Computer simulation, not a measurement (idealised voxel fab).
process module | voxel self aligned vias
cross-section cut | 215 nm wide | cells 5 nm
A cross-section is a grid of square cells, given in bands from the top down. A band is one or more rows of cells.
Each band's line starts with the height of the band's top and of its bottom, in nm. Then come its materials from left to right, each with its width in nm. One material with "throughout" fills the band from edge to edge. "air" is empty space.
Height 0 is the level under which the wafer as received is all one material. The lowest band goes on downwards, as in "0 down".
A width such as "30 to 40" changes by the same amount from each row of cells to the next, from the band's top row to its bottom row.
"no change" after a step means that no cell of the cross-section changed.
closed voids: empty space of 8 cells or more with no open way to the top, each as width x height at its distance from the left edge, in nm
after a step's settings: what the simulator itself notes on the step
overlay nm, on a step with a mask: how far to the right of its planned place the mask lay; to the left if negative
plan
1 op RECEIVE | material Si
2 op CONFORMAL_DEP | material SiO2 | thk nm 15
3 op CONFORMAL_DEP | material SiCN | thk nm 5
4 op DIRECTIONAL_DEP | material SiO2 | thk nm 30
5 op DIRECTIONAL_DEP | material aC | thk nm 15
6 op PATTERN | tone open | mask id LINES | material resist | width nm 15 | pitch nm 65 | thk nm 30 | overlay nm 0
7 op DIRECTIONAL_ETCH | etch materials aC | depth nm 15
8 op STRIP | etch materials resist
9 op DIRECTIONAL_ETCH | etch materials SiO2 | depth nm 30
10 op STRIP | etch materials aC
11 op CONFORMAL_DEP | material TiN | thk nm 5
12 op FILL_DEP | material Ru | thk nm 5
13 op CMP | height nm 50
14 op SELECTIVE_ETCH | etch materials W Ru TiN | depth nm 5
15 op FILL_DEP | material SiN | thk nm 10
16 op CMP | height nm 50
17 op DIRECTIONAL_DEP | material SiO2 | thk nm 20
18 op PATTERN | tone open | mask id VIAS | material resist | width nm 35 | pitch nm 65 | thk nm 15 | overlay nm 0
19 op DIRECTIONAL_ETCH | etch materials SiO2 | depth nm 20
20 op DIRECTIONAL_ETCH | etch materials SiN | depth nm 5
21 op STRIP | etch materials resist
22 op CONFORMAL_DEP | material TiN | thk nm 5
23 op FILL_DEP | material W | thk nm 10
24 op CMP | height nm 70
25 op CONFORMAL_DEP | material SiCN | thk nm 5
varied across the wafers: width nm of step 6. The plan shows the first wafer's value. All wafers start alike
first wafer as received, after step 1
  0 down: Si throughout
  closed voids: none
first wafer at the end, after step 25
  75 to 70: SiCN throughout
  70 to 55: SiO2 25 | TiN 5 | W 25 | TiN 5 | SiO2 30 | TiN 5 | W 25 | TiN 5 | SiO2 30 | TiN 5 | W 25 | TiN 5 | SiO2 25
  55 to 50: SiO2 25 | TiN 15 | W 5 | TiN 15 | SiO2 30 | TiN 15 | W 5 | TiN 15 | SiO2 30 | TiN 15 | W 5 | TiN 15 | SiO2 25
  50 to 45: SiO2 35 | TiN 15 | SiO2 50 | TiN 15 | SiO2 50 | TiN 15 | SiO2 35
  45 to 25: SiO2 35 | TiN 5 | Ru 5 | TiN 5 | SiO2 50 | TiN 5 | Ru 5 | TiN 5 | SiO2 50 | TiN 5 | Ru 5 | TiN 5 | SiO2 35
  25 to 20: SiO2 35 | TiN 15 | SiO2 50 | TiN 15 | SiO2 50 | TiN 15 | SiO2 35
  20 to 15: SiCN throughout
  15 to 0: SiO2 throughout
  0 down: Si throughout
  closed voids: none
last wafer at the end
  75 to 70: SiCN throughout
  70 to 50: SiO2 25 | TiN 5 | W 25 | TiN 5 | SiO2 30 | TiN 5 | W 25 | TiN 5 | SiO2 30 | TiN 5 | W 25 | TiN 5 | SiO2 25
  50 to 45: SiO2 25 | TiN 35 | SiN 5 | SiO2 25 | TiN 35 | SiN 5 | SiO2 25 | TiN 35 | SiN 5 | SiO2 20
  45 to 25: SiO2 25 | TiN 5 | Ru 30 | TiN 5 | SiO2 25 | TiN 5 | Ru 30 | TiN 5 | SiO2 25 | TiN 5 | Ru 30 | TiN 5 | SiO2 20
  25 to 20: SiO2 25 | TiN 40 | SiO2 25 | TiN 40 | SiO2 25 | TiN 40 | SiO2 20
  20 to 15: SiCN throughout
  15 to 0: SiO2 throughout
  0 down: Si throughout
  closed voids: none
each wafer at the end: cells of each material gained (+) or lost (-) since it was received, then its closed voids
width nm 15 | +12 Ru | +86 SiCN | +421 SiO2 | +78 TiN | +48 W | closed voids: none
width nm 20 | +24 Ru | +86 SiCN | +403 SiO2 | +81 TiN | +51 W | closed voids: none
width nm 25 | +36 Ru | +86 SiCN | +385 SiO2 | +84 TiN | +54 W | closed voids: none
width nm 30 | +48 Ru | +86 SiCN | +367 SiO2 | +87 TiN | +57 W | closed voids: none
width nm 35 | +60 Ru | +86 SiCN | +349 SiO2 | +90 TiN | +60 W | closed voids: none
width nm 40 | +72 Ru | +86 SiCN | +3 SiN | +331 SiO2 | +93 TiN | +60 W | closed voids: none
